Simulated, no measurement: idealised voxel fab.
This section sets out a process module, namely voxel quadruple lines.
Cross-section cut: width 260 nm, square cells of 5 nm.
Bands, listed from the top down, are how a cross-section gets written in this document; the cross-section itself is a grid of square cells, and a band is one or more rows of them.
Top, bottom (nm), then materials left to right with widths (nm); lone material tagged "edge to edge" fills the whole band edge to edge; "empty" = empty space.
All heights in this document are referenced to 0, defined as the level beneath which the wafer, as received, consists entirely of one material. The lowest band is not bounded below; it extends indefinitely downward and is written in the form "z 0 and below".
Read "30..40" as a graded width: first number on top, second number at the bottom, same change between each pair of neighbouring rows.
It should be understood that the words "no modification", when stated for a given step, signify that the cross-section underwent no change in any of its cells during that step.
Heads up: "Enclosed internal cavities" only lists the empty pockets with no open path to the top that are 8 cells or more, and it writes them as width x height at distance, distance from the left edge, in nm.
Anything after a step's settings on that line? It's the simulator's own note about the step.
overlay nm: how far to the right of its planned place the mask lay on this masked step (negative: to the left).
Pairs ahead. Before: cross-section ahead of one process step. After: cross-section once the step is done, shown to the lowest changed band only. Under each pair: that step, with settings. Caution: pairs may come from different runs of this module on the same starting wafer; a pair follows the pair above only where its "Pre-step" entry says so.
Pre-step:
- z 0 and below: Si edge to edge
- Enclosed internal cavities: none
Post-Process View:
- z 5 to 0: Al2O3 edge to edge
- Heights below 0 show no change.
- Enclosed internal cavities: none
Between before and after above, the operation and settings are CONFORMAL_DEP [material Al2O3] [thk nm 5]
Pre-step: The initial state for this step is given by the after cross-section of the immediately preceding pair.
Post-Process View:
- z 15 to 5: Ru edge to edge
- Heights below 5 show no change.
- Enclosed internal cavities: none
Between before and after above, the operation and settings are DIRECTIONAL_DEP [material Ru] [thk nm 10]
Pre-step: The initial state for this step is given by the after cross-section of the immediately preceding pair.
Post-Process View:
- z 30 to 15: polySi edge to edge
- Heights below 15 show no change.
- Enclosed internal cavities: none
Between before and after above, the operation and settings are DIRECTIONAL_DEP [material polySi] [thk nm 15]
Pre-step: The initial state for this step is given by the after cross-section of the immediately preceding pair.
Post-Process View:
- z 55 to 30: aC edge to edge
- Heights below 30 show no change.
- Enclosed internal cavities: none
Between before and after above, the operation and settings are DIRECTIONAL_DEP [material aC] [thk nm 25]
Pre-step: The initial state for this step is given by the after cross-section of the immediately preceding pair.
Post-Process View:
- z 90 to 55: empty=75, resist=30, empty=50, resist=30, empty=75
- Heights below 55 show no change.
- Enclosed internal cavities: none
Between before and after above, the operation and settings are PATTERN [tone cover] [mask id MANDREL] [material resist] [width nm 30] [pitch nm 80] [thk nm 35] [overlay nm 0]
Pre-step: The initial state for this step is given by the after cross-section of the immediately preceding pair.
Post-Process View:
- z 65 to 55: empty=75, resist=30, empty=50, resist=30, empty=75
- z 55 to 30: empty=75, aC=30, empty=50, aC=30, empty=75
- Heights below 30 show no change.
- Enclosed internal cavities: none
Between before and after above, the operation and settings are DIRECTIONAL_ETCH [etch materials aC] [depth nm 25]
Pre-step: The initial state for this step is given by the after cross-section of the immediately preceding pair.
Post-Process View:
- z 55 to 30: empty=75, aC=30, empty=50, aC=30, empty=75
- Heights below 30 show no change.
- Enclosed internal cavities: none
Between before and after above, the operation and settings are STRIP [etch materials resist]
Pre-step: The initial state for this step is given by the after cross-section of the immediately preceding pair.
Post-Process View:
- z 65 to 55: empty=65, SiO2=50, empty=30, SiO2=50, empty=65
- z 55 to 40: empty=65, SiO2=10, aC=30, SiO2=10, empty=30, SiO2=10, aC=30, SiO2=10, empty=65
- z 40 to 30: SiO2=75, aC=30, SiO2=50, aC=30, SiO2=75
- Heights below 30 show no change.
- Enclosed internal cavities: none
Between before and after above, the operation and settings are CONFORMAL_DEP [material SiO2] [thk nm 10]
Pre-step: The initial state for this step is given by the after cross-section of the immediately preceding pair.
Post-Process View:
- z 55 to 30: empty=65, SiO2=10, aC=30, SiO2=10, empty=30, SiO2=10, aC=30, SiO2=10, empty=65
- Heights below 30 show no change.
- Enclosed internal cavities: none
Between before and after above, the operation and settings are DIRECTIONAL_ETCH [etch materials SiO2] [depth nm 10]
Pre-step: The initial state for this step is given by the after cross-section of the immediately preceding pair.
Post-Process View:
- z 55 to 30: empty=65, SiO2=10, empty=30, SiO2=10, empty=30, SiO2=10, empty=30, SiO2=10, empty=65
- Heights below 30 show no change.
- Enclosed internal cavities: none
Between before and after above, the operation and settings are STRIP [etch materials aC]
Pre-step: The initial state for this step is given by the after cross-section of the immediately preceding pair.
Post-Process View:
- z 55 to 30: empty=65, SiO2=10, empty=30, SiO2=10, empty=30, SiO2=10, empty=30, SiO2=10, empty=65
- z 30 to 15: empty=65, polySi=10, empty=30, polySi=10, empty=30, polySi=10, empty=30, polySi=10, empty=65
- Heights below 15 show no change.
- Enclosed internal cavities: none
Between before and after above, the operation and settings are DIRECTIONAL_ETCH [etch materials polySi] [depth nm 15]
Pre-step: The initial state for this step is given by the after cross-section of the immediately preceding pair.
Post-Process View:
- z 30 to 15: empty=65, polySi=10, empty=30, polySi=10, empty=30, polySi=10, empty=30, polySi=10, empty=65
- Heights below 15 show no change.
- Enclosed internal cavities: none
Between before and after above, the operation and settings are STRIP [etch materials SiO2]
Pre-step: The initial state for this step is given by the after cross-section of the immediately preceding pair.
Post-Process View:
- z 40 to 30: empty=55, SiCN=30, empty=10, SiCN=30, empty=10, SiCN=30, empty=10, SiCN=30, empty=55
- z 30 to 25: empty=55, SiCN=10, polySi=10, SiCN=10, empty=10, SiCN=10, polySi=10, SiCN=10, empty=10, SiCN=10, polySi=10, SiCN=10, empty=10, SiCN=10, polySi=10, SiCN=10, empty=55
- z 25 to 15: SiCN=65, polySi=10, SiCN=30, polySi=10, SiCN=30, polySi=10, SiCN=30, polySi=10, SiCN=65
- Heights below 15 show no change.
- Enclosed internal cavities: none
Between before and after above, the operation and settings are CONFORMAL_DEP [material SiCN] [thk nm 10]
Pre-step: The initial state for this step is given by the after cross-section of the immediately preceding pair.
Post-Process View:
- z 30 to 15: empty=55, SiCN=10, polySi=10, SiCN=10, empty=10, SiCN=10, polySi=10, SiCN=10, empty=10, SiCN=10, polySi=10, SiCN=10, empty=10, SiCN=10, polySi=10, SiCN=10, empty=55
- Heights below 15 show no change.
- Enclosed internal cavities: none
Between before and after above, the operation and settings are DIRECTIONAL_ETCH [etch materials SiCN] [depth nm 10]
Pre-step: The initial state for this step is given by the after cross-section of the immediately preceding pair.
Post-Process View:
- z 30 to 15: empty=55, SiCN=10, empty=10, SiCN=10, empty=10, SiCN=10, empty=10, SiCN=10, empty=10, SiCN=10, empty=10, SiCN=10, empty=10, SiCN=10, empty=10, SiCN=10, empty=55
- Heights below 15 show no change.
- Enclosed internal cavities: none
Between before and after above, the operation and settings are STRIP [etch materials polySi]
Pre-step: The initial state for this step is given by the after cross-section of the immediately preceding pair.
Post-Process View:
- z 30 to 15: empty=55, SiCN=10, empty=10, SiCN=10, empty=10, SiCN=10, empty=10, SiCN=10, empty=10, SiCN=10, empty=10, SiCN=10, empty=10, SiCN=10, empty=10, SiCN=10, empty=55
- z 15 to 5: empty=55, Ru=10, empty=10, Ru=10, empty=10, Ru=10, empty=10, Ru=10, empty=10, Ru=10, empty=10, Ru=10, empty=10, Ru=10, empty=10, Ru=10, empty=55
- Heights below 5 show no change.
- Enclosed internal cavities: none
Between before and after above, the operation and settings are DIRECTIONAL_ETCH [etch materials Ru] [depth nm 10]
Pre-step: The initial state for this step is given by the after cross-section of the immediately preceding pair.
Post-Process View:
- z 15 to 5: empty=55, Ru=10, empty=10, Ru=10, empty=10, Ru=10, empty=10, Ru=10, empty=10, Ru=10, empty=10, Ru=10, empty=10, Ru=10, empty=10, Ru=10, empty=55
- Heights below 5 show no change.
- Enclosed internal cavities: none
Between before and after above, the operation and settings are STRIP [etch materials SiCN]
Pre-step:
- z 0 and below: Si edge to edge
- Enclosed internal cavities: none
Post-Process View:
- z 10 to 0: Ru edge to edge
- Heights below 0 show no change.
- Enclosed internal cavities: none
Between before and after above, the operation and settings are DIRECTIONAL_DEP [material Ru] [thk nm 10]
Pre-step: The initial state for this step is given by the after cross-section of the immediately preceding pair.
Post-Process View:
- z 25 to 10: polySi edge to edge
- Heights below 10 show no change.
- Enclosed internal cavities: none
Between before and after above, the operation and settings are DIRECTIONAL_DEP [material polySi] [thk nm 15]
Pre-step: The initial state for this step is given by the after cross-section of the immediately preceding pair.
Post-Process View:
- z 50 to 25: aC edge to edge
- Heights below 25 show no change.
- Enclosed internal cavities: none
Between before and after above, the operation and settings are DIRECTIONAL_DEP [material aC] [thk nm 25]
Pre-step: The initial state for this step is given by the after cross-section of the immediately preceding pair.
Post-Process View:
- z 85 to 50: empty=75, resist=30, empty=50, resist=30, empty=75
- Heights below 50 show no change.
- Enclosed internal cavities: none
Between before and after above, the operation and settings are PATTERN [tone cover] [mask id MANDREL] [material resist] [width nm 30] [pitch nm 80] [thk nm 35] [overlay nm 0]
Pre-step: The initial state for this step is given by the after cross-section of the immediately preceding pair.
Post-Process View:
- z 60 to 50: empty=75, resist=30, empty=50, resist=30, empty=75
- z 50 to 25: empty=75, aC=30, empty=50, aC=30, empty=75
- Heights below 25 show no change.
- Enclosed internal cavities: none
Between before and after above, the operation and settings are DIRECTIONAL_ETCH [etch materials aC] [depth nm 25]
Pre-step: The initial state for this step is given by the after cross-section of the immediately preceding pair.
Post-Process View:
- z 50 to 25: empty=75, aC=30, empty=50, aC=30, empty=75
- Heights below 25 show no change.
- Enclosed internal cavities: none
Between before and after above, the operation and settings are STRIP [etch materials resist]
Pre-step: The initial state for this step is given by the after cross-section of the immediately preceding pair.
Post-Process View:
- z 60 to 50: empty=65, SiO2=50, empty=30, SiO2=50, empty=65
- z 50 to 35: empty=65, SiO2=10, aC=30, SiO2=10, empty=30, SiO2=10, aC=30, SiO2=10, empty=65
- z 35 to 25: SiO2=75, aC=30, SiO2=50, aC=30, SiO2=75
- Heights below 25 show no change.
- Enclosed internal cavities: none
Between before and after above, the operation and settings are CONFORMAL_DEP [material SiO2] [thk nm 10]
Pre-step: The initial state for this step is given by the after cross-section of the immediately preceding pair.
Post-Process View:
- z 50 to 25: empty=65, SiO2=10, aC=30, SiO2=10, empty=30, SiO2=10, aC=30, SiO2=10, empty=65
- Heights below 25 show no change.
- Enclosed internal cavities: none
Between before and after above, the operation and settings are DIRECTIONAL_ETCH [etch materials SiO2] [depth nm 10]
Pre-step: The initial state for this step is given by the after cross-section of the immediately preceding pair.
Post-Process View:
- z 50 to 25: empty=65, SiO2=10, empty=30, SiO2=10, empty=30, SiO2=10, empty=30, SiO2=10, empty=65
- Heights below 25 show no change.
- Enclosed internal cavities: none
Between before and after above, the operation and settings are STRIP [etch materials aC]
Pre-step: The initial state for this step is given by the after cross-section of the immediately preceding pair.
Post-Process View:
- z 50 to 25: empty=65, SiO2=10, empty=30, SiO2=10, empty=30, SiO2=10, empty=30, SiO2=10, empty=65
- z 25 to 10: empty=65, polySi=10, empty=30, polySi=10, empty=30, polySi=10, empty=30, polySi=10, empty=65
- Heights below 10 show no change.
- Enclosed internal cavities: none
Between before and after above, the operation and settings are DIRECTIONAL_ETCH [etch materials polySi] [depth nm 15]
Pre-step: The initial state for this step is given by the after cross-section of the immediately preceding pair.
Post-Process View:
- z 25 to 10: empty=65, polySi=10, empty=30, polySi=10, empty=30, polySi=10, empty=30, polySi=10, empty=65
- Heights below 10 show no change.
- Enclosed internal cavities: none
Between before and after above, the operation and settings are STRIP [etch materials SiO2]
Pre-step: The initial state for this step is given by the after cross-section of the immediately preceding pair.
Post-Process View:
- z 35 to 25: empty=55, SiCN=30, empty=10, SiCN=30, empty=10, SiCN=30, empty=10, SiCN=30, empty=55
- z 25 to 20: empty=55, SiCN=10, polySi=10, SiCN=10, empty=10, SiCN=10, polySi=10, SiCN=10, empty=10, SiCN=10, polySi=10, SiCN=10, empty=10, SiCN=10, polySi=10, SiCN=10, empty=55
- z 20 to 10: SiCN=65, polySi=10, SiCN=30, polySi=10, SiCN=30, polySi=10, SiCN=30, polySi=10, SiCN=65
- Heights below 10 show no change.
- Enclosed internal cavities: none
Between before and after above, the operation and settings are CONFORMAL_DEP [material SiCN] [thk nm 10]
Pre-step: The initial state for this step is given by the after cross-section of the immediately preceding pair.
Post-Process View:
- z 25 to 10: empty=55, SiCN=10, polySi=10, SiCN=10, empty=10, SiCN=10, polySi=10, SiCN=10, empty=10, SiCN=10, polySi=10, SiCN=10, empty=10, SiCN=10, polySi=10, SiCN=10, empty=55
- Heights below 10 show no change.
- Enclosed internal cavities: none
Between before and after above, the operation and settings are DIRECTIONAL_ETCH [etch materials SiCN] [depth nm 10]
Pre-step: The initial state for this step is given by the after cross-section of the immediately preceding pair.
Post-Process View:
- z 25 to 10: empty=55, SiCN=10, empty=10, SiCN=10, empty=10, SiCN=10, empty=10, SiCN=10, empty=10, SiCN=10, empty=10, SiCN=10, empty=10, SiCN=10, empty=10, SiCN=10, empty=55
- Heights below 10 show no change.
- Enclosed internal cavities: none
Between before and after above, the operation and settings are STRIP [etch materials polySi]
Pre-step: The initial state for this step is given by the after cross-section of the immediately preceding pair.
Post-Process View:
- z 25 to 10: empty=55, SiCN=10, empty=10, SiCN=10, empty=10, SiCN=10, empty=10, SiCN=10, empty=10, SiCN=10, empty=10, SiCN=10, empty=10, SiCN=10, empty=10, SiCN=10, empty=55
- z 10 to 0: empty=55, Ru=10, empty=10, Ru=10, empty=10, Ru=10, empty=10, Ru=10, empty=10, Ru=10, empty=10, Ru=10, empty=10, Ru=10, empty=10, Ru=10, empty=55
- Heights below 0 show no change.
- Enclosed internal cavities: none
Between before and after above, the operation and settings are DIRECTIONAL_ETCH [etch materials Ru] [depth nm 10]
Pre-step: The initial state for this step is given by the after cross-section of the immediately preceding pair.
Post-Process View:
- z 10 to 0: empty=55, Ru=10, empty=10, Ru=10, empty=10, Ru=10, empty=10, Ru=10, empty=10, Ru=10, empty=10, Ru=10, empty=10, Ru=10, empty=10, Ru=10, empty=55
- Heights below 0 show no change.
- Enclosed internal cavities: none
Between before and after above, the operation and settings are STRIP [etch materials SiCN]
Pre-step:
- z 30 to 15: empty=55, SiCN=10, polySi=10, SiCN=10, empty=10, SiCN=10, polySi=10, SiCN=10, empty=10, SiCN=10, polySi=10, SiCN=10, empty=10, SiCN=10, polySi=10, SiCN=10, empty=55
- z 15 to 5: Ru edge to edge
- z 5 to 0: Al2O3 edge to edge
- z 0 and below: Si edge to edge
- Enclosed internal cavities: none
Post-Process View:
- z 30 to 15: empty=55, SiCN=10, polySi=10, SiCN=10, empty=10, SiCN=10, polySi=10, SiCN=10, empty=10, SiCN=10, polySi=10, SiCN=10, empty=10, SiCN=10, polySi=10, SiCN=10, empty=55
- z 15 to 5: empty=55, Ru=30, empty=10, Ru=30, empty=10, Ru=30, empty=10, Ru=30, empty=55
- Heights below 5 show no change.
- Enclosed internal cavities: none
Between before and after above, the operation and settings are DIRECTIONAL_ETCH [etch materials Ru] [depth nm 10]
Pre-step: The initial state for this step is given by the after cross-section of the immediately preceding pair.
Post-Process View:
- z 30 to 15: empty=55, SiCN=10, empty=10, SiCN=10, empty=10, SiCN=10, empty=10, SiCN=10, empty=10, SiCN=10, empty=10, SiCN=10, empty=10, SiCN=10, empty=10, SiCN=10, empty=55
- Heights below 15 show no change.
- Enclosed internal cavities: none
Between before and after above, the operation and settings are STRIP [etch materials polySi]
Pre-step: The initial state for this step is given by the after cross-section of the immediately preceding pair.
Post-Process View:
- z 15 to 5: empty=55, Ru=30, empty=10, Ru=30, empty=10, Ru=30, empty=10, Ru=30, empty=55
- Heights below 5 show no change.
- Enclosed internal cavities: none
Between before and after above, the operation and settings are STRIP [etch materials SiCN]
Pre-step:
- z 0 and below: Si edge to edge
- Enclosed internal cavities: none
Post-Process View:
- z 15 to 0: Al2O3 edge to edge
- Heights below 0 show no change.
- Enclosed internal cavities: none
Between before and after above, the operation and settings are CONFORMAL_DEP [material Al2O3] [thk nm 15]
Pre-step: The initial state for this step is given by the after cross-section of the immediately preceding pair.
Post-Process View:
- z 25 to 15: Ru edge to edge
- Heights below 15 show no change.
- Enclosed internal cavities: none
Between before and after above, the operation and settings are DIRECTIONAL_DEP [material Ru] [thk nm 10]
Pre-step: The initial state for this step is given by the after cross-section of the immediately preceding pair.
Post-Process View:
- z 40 to 25: polySi edge to edge
- Heights below 25 show no change.
- Enclosed internal cavities: none
Between before and after above, the operation and settings are DIRECTIONAL_DEP [material polySi] [thk nm 15]
Pre-step: The initial state for this step is given by the after cross-section of the immediately preceding pair.
Post-Process View:
- z 65 to 40: aC edge to edge
- Heights below 40 show no change.
- Enclosed internal cavities: none
Between before and after above, the operation and settings are DIRECTIONAL_DEP [material aC] [thk nm 25]
Pre-step: The initial state for this step is given by the after cross-section of the immediately preceding pair.
Post-Process View:
- z 100 to 65: empty=75, resist=30, empty=50, resist=30, empty=75
- Heights below 65 show no change.
- Enclosed internal cavities: none
Between before and after above, the operation and settings are PATTERN [tone cover] [mask id MANDREL] [material resist] [width nm 30] [pitch nm 80] [thk nm 35] [overlay nm 0]
Pre-step: The initial state for this step is given by the after cross-section of the immediately preceding pair.
Post-Process View:
- z 75 to 65: empty=75, resist=30, empty=50, resist=30, empty=75
- z 65 to 40: empty=75, aC=30, empty=50, aC=30, empty=75
- Heights below 40 show no change.
- Enclosed internal cavities: none
Between before and after above, the operation and settings are DIRECTIONAL_ETCH [etch materials aC] [depth nm 25]
Pre-step: The initial state for this step is given by the after cross-section of the immediately preceding pair.
Post-Process View:
- z 65 to 40: empty=75, aC=30, empty=50, aC=30, empty=75
- Heights below 40 show no change.
- Enclosed internal cavities: none
Between before and after above, the operation and settings are STRIP [etch materials resist]
Pre-step: The initial state for this step is given by the after cross-section of the immediately preceding pair.
Post-Process View:
- z 75 to 65: empty=65, SiO2=50, empty=30, SiO2=50, empty=65
- z 65 to 50: empty=65, SiO2=10, aC=30, SiO2=10, empty=30, SiO2=10, aC=30, SiO2=10, empty=65
- z 50 to 40: SiO2=75, aC=30, SiO2=50, aC=30, SiO2=75
- Heights below 40 show no change.
- Enclosed internal cavities: none
Between before and after above, the operation and settings are CONFORMAL_DEP [material SiO2] [thk nm 10]
Pre-step: The initial state for this step is given by the after cross-section of the immediately preceding pair.
Post-Process View:
- z 65 to 40: empty=65, SiO2=10, aC=30, SiO2=10, empty=30, SiO2=10, aC=30, SiO2=10, empty=65
- Heights below 40 show no change.
- Enclosed internal cavities: none
Between before and after above, the operation and settings are DIRECTIONAL_ETCH [etch materials SiO2] [depth nm 10]
Pre-step: The initial state for this step is given by the after cross-section of the immediately preceding pair.
Post-Process View:
- z 65 to 40: empty=65, SiO2=10, empty=30, SiO2=10, empty=30, SiO2=10, empty=30, SiO2=10, empty=65
- Heights below 40 show no change.
- Enclosed internal cavities: none
Between before and after above, the operation and settings are STRIP [etch materials aC]
Pre-step: The initial state for this step is given by the after cross-section of the immediately preceding pair.
Post-Process View:
- z 65 to 40: empty=65, SiO2=10, empty=30, SiO2=10, empty=30, SiO2=10, empty=30, SiO2=10, empty=65
- z 40 to 25: empty=65, polySi=10, empty=30, polySi=10, empty=30, polySi=10, empty=30, polySi=10, empty=65
- Heights below 25 show no change.
- Enclosed internal cavities: none
Between before and after above, the operation and settings are DIRECTIONAL_ETCH [etch materials polySi] [depth nm 15]
Pre-step: The initial state for this step is given by the after cross-section of the immediately preceding pair.
Post-Process View:
- z 40 to 25: empty=65, polySi=10, empty=30, polySi=10, empty=30, polySi=10, empty=30, polySi=10, empty=65
- Heights below 25 show no change.
- Enclosed internal cavities: none
Between before and after above, the operation and settings are STRIP [etch materials SiO2]
Pre-step: The initial state for this step is given by the after cross-section of the immediately preceding pair.
Post-Process View:
- z 50 to 40: empty=55, SiCN=30, empty=10, SiCN=30, empty=10, SiCN=30, empty=10, SiCN=30, empty=55
- z 40 to 35: empty=55, SiCN=10, polySi=10, SiCN=10, empty=10, SiCN=10, polySi=10, SiCN=10, empty=10, SiCN=10, polySi=10, SiCN=10, empty=10, SiCN=10, polySi=10, SiCN=10, empty=55
- z 35 to 25: SiCN=65, polySi=10, SiCN=30, polySi=10, SiCN=30, polySi=10, SiCN=30, polySi=10, SiCN=65
- Heights below 25 show no change.
- Enclosed internal cavities: none
Between before and after above, the operation and settings are CONFORMAL_DEP [material SiCN] [thk nm 10]
Pre-step: The initial state for this step is given by the after cross-section of the immediately preceding pair.
Post-Process View:
- z 40 to 25: empty=55, SiCN=10, polySi=10, SiCN=10, empty=10, SiCN=10, polySi=10, SiCN=10, empty=10, SiCN=10, polySi=10, SiCN=10, empty=10, SiCN=10, polySi=10, SiCN=10, empty=55
- Heights below 25 show no change.
- Enclosed internal cavities: none
Between before and after above, the operation and settings are DIRECTIONAL_ETCH [etch materials SiCN] [depth nm 10]
Pre-step: The initial state for this step is given by the after cross-section of the immediately preceding pair.
Post-Process View:
- z 40 to 25: empty=55, SiCN=10, empty=10, SiCN=10, empty=10, SiCN=10, empty=10, SiCN=10, empty=10, SiCN=10, empty=10, SiCN=10, empty=10, SiCN=10, empty=10, SiCN=10, empty=55
- Heights below 25 show no change.
- Enclosed internal cavities: none
Between before and after above, the operation and settings are STRIP [etch materials polySi]
Pre-step: The initial state for this step is given by the after cross-section of the immediately preceding pair.
Post-Process View:
- z 40 to 25: empty=55, SiCN=10, empty=10, SiCN=10, empty=10, SiCN=10, empty=10, SiCN=10, empty=10, SiCN=10, empty=10, SiCN=10, empty=10, SiCN=10, empty=10, SiCN=10, empty=55
- z 25 to 15: empty=55, Ru=10, empty=10, Ru=10, empty=10, Ru=10, empty=10, Ru=10, empty=10, Ru=10, empty=10, Ru=10, empty=10, Ru=10, empty=10, Ru=10, empty=55
- Heights below 15 show no change.
- Enclosed internal cavities: none
Between before and after above, the operation and settings are DIRECTIONAL_ETCH [etch materials Ru] [depth nm 10]
Pre-step: The initial state for this step is given by the after cross-section of the immediately preceding pair.
Post-Process View:
- z 25 to 15: empty=55, Ru=10, empty=10, Ru=10, empty=10, Ru=10, empty=10, Ru=10, empty=10, Ru=10, empty=10, Ru=10, empty=10, Ru=10, empty=10, Ru=10, empty=55
- Heights below 15 show no change.
- Enclosed internal cavities: none
Between before and after above, the operation and settings are STRIP [etch materials SiCN]
Pre-step:
- z 55 to 30: aC edge to edge
- z 30 to 15: polySi edge to edge
- z 15 to 5: Ru edge to edge
- z 5 to 0: Al2O3 edge to edge
- z 0 and below: Si edge to edge
- Enclosed internal cavities: none
Post-Process View:
- z 90 to 55: empty=75, resist=35, empty=45, resist=35, empty=70
- Heights below 55 show no change.
- Enclosed internal cavities: none
Between before and after above, the operation and settings are PATTERN [tone cover] [mask id MANDREL] [material resist] [width nm 35] [pitch nm 80] [thk nm 35] [overlay nm 0]
Pre-step: The initial state for this step is given by the after cross-section of the immediately preceding pair.
Post-Process View:
- z 65 to 55: empty=75, resist=35, empty=45, resist=35, empty=70
- z 55 to 30: empty=75, aC=35, empty=45, aC=35, empty=70
- Heights below 30 show no change.
- Enclosed internal cavities: none
Between before and after above, the operation and settings are DIRECTIONAL_ETCH [etch materials aC] [depth nm 25]
Pre-step: The initial state for this step is given by the after cross-section of the immediately preceding pair.
Post-Process View:
- z 55 to 30: empty=75, aC=35, empty=45, aC=35, empty=70
- Heights below 30 show no change.
- Enclosed internal cavities: none
Between before and after above, the operation and settings are STRIP [etch materials resist]
Pre-step: The initial state for this step is given by the after cross-section of the immediately preceding pair.
Post-Process View:
- z 65 to 55: empty=65, SiO2=55, empty=25, SiO2=55, empty=60
- z 55 to 40: empty=65, SiO2=10, aC=35, SiO2=10, empty=25, SiO2=10, aC=35, SiO2=10, empty=60
- z 40 to 30: SiO2=75, aC=35, SiO2=45, aC=35, SiO2=70
- Heights below 30 show no change.
- Enclosed internal cavities: none
Between before and after above, the operation and settings are CONFORMAL_DEP [material SiO2] [thk nm 10]
Pre-step: The initial state for this step is given by the after cross-section of the immediately preceding pair.
Post-Process View:
- z 55 to 30: empty=65, SiO2=10, aC=35, SiO2=10, empty=25, SiO2=10, aC=35, SiO2=10, empty=60
- Heights below 30 show no change.
- Enclosed internal cavities: none
Between before and after above, the operation and settings are DIRECTIONAL_ETCH [etch materials SiO2] [depth nm 10]
Pre-step: The initial state for this step is given by the after cross-section of the immediately preceding pair.
Post-Process View:
- z 55 to 30: empty=65, SiO2=10, empty=35, SiO2=10, empty=25, SiO2=10, empty=35, SiO2=10, empty=60
- Heights below 30 show no change.
- Enclosed internal cavities: none
Between before and after above, the operation and settings are STRIP [etch materials aC]
Pre-step: The initial state for this step is given by the after cross-section of the immediately preceding pair.
Post-Process View:
- z 55 to 30: empty=65, SiO2=10, empty=35, SiO2=10, empty=25, SiO2=10, empty=35, SiO2=10, empty=60
- z 30 to 15: empty=65, polySi=10, empty=35, polySi=10, empty=25, polySi=10, empty=35, polySi=10, empty=60
- Heights below 15 show no change.
- Enclosed internal cavities: none
Between before and after above, the operation and settings are DIRECTIONAL_ETCH [etch materials polySi] [depth nm 15]
Pre-step: The initial state for this step is given by the after cross-section of the immediately preceding pair.
Post-Process View:
- z 30 to 15: empty=65, polySi=10, empty=35, polySi=10, empty=25, polySi=10, empty=35, polySi=10, empty=60
- Heights below 15 show no change.
- Enclosed internal cavities: none
Between before and after above, the operation and settings are STRIP [etch materials SiO2]
Pre-step: The initial state for this step is given by the after cross-section of the immediately preceding pair.
Post-Process View:
- z 40 to 30: empty=55, SiCN=30, empty=15, SiCN=30, empty=5, SiCN=30, empty=15, SiCN=30, empty=50
- z 30 to 25: empty=55, SiCN=10, polySi=10, SiCN=10, empty=15, SiCN=10, polySi=10, SiCN=10, empty=5, SiCN=10, polySi=10, SiCN=10, empty=15, SiCN=10, polySi=10, SiCN=10, empty=50
- z 25 to 15: SiCN=65, polySi=10, SiCN=35, polySi=10, SiCN=25, polySi=10, SiCN=35, polySi=10, SiCN=60
- Heights below 15 show no change.
- Enclosed internal cavities: none
Between before and after above, the operation and settings are CONFORMAL_DEP [material SiCN] [thk nm 10]
Pre-step: The initial state for this step is given by the after cross-section of the immediately preceding pair.
Post-Process View:
- z 30 to 15: empty=55, SiCN=10, polySi=10, SiCN=10, empty=15, SiCN=10, polySi=10, SiCN=10, empty=5, SiCN=10, polySi=10, SiCN=10, empty=15, SiCN=10, polySi=10, SiCN=10, empty=50
- Heights below 15 show no change.
- Enclosed internal cavities: none
Between before and after above, the operation and settings are DIRECTIONAL_ETCH [etch materials SiCN] [depth nm 10]
Pre-step: The initial state for this step is given by the after cross-section of the immediately preceding pair.
Post-Process View:
- z 30 to 15: empty=55, SiCN=10, empty=10, SiCN=10, empty=15, SiCN=10, empty=10, SiCN=10, empty=5, SiCN=10, empty=10, SiCN=10, empty=15, SiCN=10, empty=10, SiCN=10, empty=50
- Heights below 15 show no change.
- Enclosed internal cavities: none
Between before and after above, the operation and settings are STRIP [etch materials polySi]
Pre-step: The initial state for this step is given by the after cross-section of the immediately preceding pair.
Post-Process View:
- z 30 to 15: empty=55, SiCN=10, empty=10, SiCN=10, empty=15, SiCN=10, empty=10, SiCN=10, empty=5, SiCN=10, empty=10, SiCN=10, empty=15, SiCN=10, empty=10, SiCN=10, empty=50
- z 15 to 5: empty=55, Ru=10, empty=10, Ru=10, empty=15, Ru=10, empty=10, Ru=10, empty=5, Ru=10, empty=10, Ru=10, empty=15, Ru=10, empty=10, Ru=10, empty=50
- Heights below 5 show no change.
- Enclosed internal cavities: none
Between before and after above, the operation and settings are DIRECTIONAL_ETCH [etch materials Ru] [depth nm 10]
Pre-step: The initial state for this step is given by the after cross-section of the immediately preceding pair.
Post-Process View:
- z 15 to 5: empty=55, Ru=10, empty=10, Ru=10, empty=15, Ru=10, empty=10, Ru=10, empty=5, Ru=10, empty=10, Ru=10, empty=15, Ru=10, empty=10, Ru=10, empty=50
- Heights below 5 show no change.
- Enclosed internal cavities: none
Between before and after above, the operation and settings are STRIP [etch materials SiCN]
Pre-step:
- z 55 to 30: aC edge to edge
- z 30 to 15: polySi edge to edge
- z 15 to 5: Ru edge to edge
- z 5 to 0: Al2O3 edge to edge
- z 0 and below: Si edge to edge
- Enclosed internal cavities: none
Post-Process View:
- z 90 to 55: empty=65, resist=30, empty=50, resist=30, empty=85
- Heights below 55 show no change.
- Enclosed internal cavities: none
Between before and after above, the operation and settings are PATTERN [tone cover] [mask id MANDREL] [material resist] [width nm 30] [pitch nm 80] [thk nm 35] [overlay nm -10]
Pre-step: The initial state for this step is given by the after cross-section of the immediately preceding pair.
Post-Process View:
- z 65 to 55: empty=65, resist=30, empty=50, resist=30, empty=85
- z 55 to 30: empty=65, aC=30, empty=50, aC=30, empty=85
- Heights below 30 show no change.
- Enclosed internal cavities: none
Between before and after above, the operation and settings are DIRECTIONAL_ETCH [etch materials aC] [depth nm 25]
Pre-step: The initial state for this step is given by the after cross-section of the immediately preceding pair.
Post-Process View:
- z 55 to 30: empty=65, aC=30, empty=50, aC=30, empty=85
- Heights below 30 show no change.
- Enclosed internal cavities: none
Between before and after above, the operation and settings are STRIP [etch materials resist]
Pre-step: The initial state for this step is given by the after cross-section of the immediately preceding pair.
Post-Process View:
- z 65 to 55: empty=55, SiO2=50, empty=30, SiO2=50, empty=75
- z 55 to 40: empty=55, SiO2=10, aC=30, SiO2=10, empty=30, SiO2=10, aC=30, SiO2=10, empty=75
- z 40 to 30: SiO2=65, aC=30, SiO2=50, aC=30, SiO2=85
- Heights below 30 show no change.
- Enclosed internal cavities: none
Between before and after above, the operation and settings are CONFORMAL_DEP [material SiO2] [thk nm 10]
Pre-step: The initial state for this step is given by the after cross-section of the immediately preceding pair.
Post-Process View:
- z 55 to 30: empty=55, SiO2=10, aC=30, SiO2=10, empty=30, SiO2=10, aC=30, SiO2=10, empty=75
- Heights below 30 show no change.
- Enclosed internal cavities: none
Between before and after above, the operation and settings are DIRECTIONAL_ETCH [etch materials SiO2] [depth nm 10]
Pre-step: The initial state for this step is given by the after cross-section of the immediately preceding pair.
Post-Process View:
- z 55 to 30: empty=55, SiO2=10, empty=30, SiO2=10, empty=30, SiO2=10, empty=30, SiO2=10, empty=75
- Heights below 30 show no change.
- Enclosed internal cavities: none
Between before and after above, the operation and settings are STRIP [etch materials aC]
